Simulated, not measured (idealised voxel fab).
process module | voxel gate over fins
cross-section cut | 240 nm wide | cells 5 nm
A cross-section is a grid of square cells, given in bands from the top down. A band is one or more rows of cells.
Each band's line starts with the height of the band's top and of its bottom, in nm. Then come its materials from left to right, each with its width in nm. One material with "throughout" fills the band from edge to edge. "air" is empty space.
Height 0 is the level under which the wafer as received is all one material. The lowest band goes on downwards, as in "0 down".
A width such as "30 to 40" changes by the same amount from each row of cells to the next, from the band's top row to its bottom row.
"no change" after a step means that no cell of the cross-section changed.
closed voids: empty space of 8 cells or more with no open way to the top, each as width x height at its distance from the left edge, in nm
after a step's settings: what the simulator itself notes on the step
overlay nm, on a step with a mask: how far to the right of its planned place the mask lay; to the left if negative
plan
1 op RECEIVE | material Si
2 op CONFORMAL_DEP | material SiN | thk nm 10
3 op MASKED_ETCH | tone cover | mask id FINS | width nm 15 | pitch nm 60 | etch materials SiN | depth nm 10 | overlay nm 0
4 op MASKED_ETCH | tone cover | mask id FINS | width nm 15 | pitch nm 60 | etch materials Si | depth nm 40 | overlay nm 0
5 op FILL_DEP | material SiO2 | thk nm 15
6 op CMP | height nm 10
7 op PATTERN | tone open | mask id RAIL | material resist | width nm 15 | thk nm 15 | overlay nm 0
8 op DIRECTIONAL_ETCH | etch materials SiO2 | depth nm 45
9 op STRIP | etch materials resist
10 op CONFORMAL_DEP | material TiN | thk nm 5
11 op FILL_DEP | material W | thk nm 5
12 op CMP | height nm 10
13 op SELECTIVE_ETCH | etch materials W Ru TiN | depth nm 30
14 op FILL_DEP | material SiO2 | thk nm 5
15 op CMP | height nm 10
16 op SELECTIVE_ETCH | etch materials SiO2 | depth nm 25
17 op STRIP | etch materials SiN
18 op CONFORMAL_DEP | material HfO2 | thk nm 5
19 op CONFORMAL_DEP | material TiN | thk nm 5
20 op FILL_DEP | material W | thk nm 10
21 op CMP | height nm 15
22 op CONFORMAL_DEP | material SiN | thk nm 10
as received, after step 1
  0 down: Si throughout
  closed voids: none
a wafer at the end: this start, this plan, one mistake
  25 to 15: SiN throughout
  15 to 10: W throughout
  10 to 5: W 70 | TiN 35 | W 25 | TiN 35 | W 75
  5 to 0: W 70 | TiN 5 | HfO2 25 | TiN 5 | W 25 | TiN 5 | HfO2 25 | TiN 5 | W 75
  0 to -5: W 70 | TiN 5 | HfO2 5 | Si 15 | HfO2 5 | TiN 5 | W 25 | TiN 5 | HfO2 5 | Si 15 | HfO2 5 | TiN 5 | W 75
  -5 to -10: TiN 75 | HfO2 5 | Si 15 | HfO2 5 | TiN 35 | HfO2 5 | Si 15 | HfO2 5 | TiN 80
  -10 to -15: HfO2 80 | Si 15 | HfO2 45 | Si 15 | HfO2 85
  -15 to -20: SiO2 80 | Si 15 | SiO2 45 | Si 15 | SiO2 85
  -20 to -30: W 75 | TiN 5 | Si 15 | TiN 5 | W 5 | TiN 5 | SiO2 15 | TiN 5 | W 5 | TiN 5 | Si 15 | TiN 5 | W 80
  -30 to -35: TiN 80 | Si 15 | TiN 15 | SiO2 15 | TiN 15 | Si 15 | TiN 85
  -35 to -40: SiO2 80 | Si 15 | SiO2 45 | Si 15 | SiO2 85
  -40 down: Si throughout
  closed voids: none
what went wrong: step 7 ran as: op PATTERN | tone cover | mask id RAIL | material resist | width nm 15 | thk nm 15 | overlay nm 0
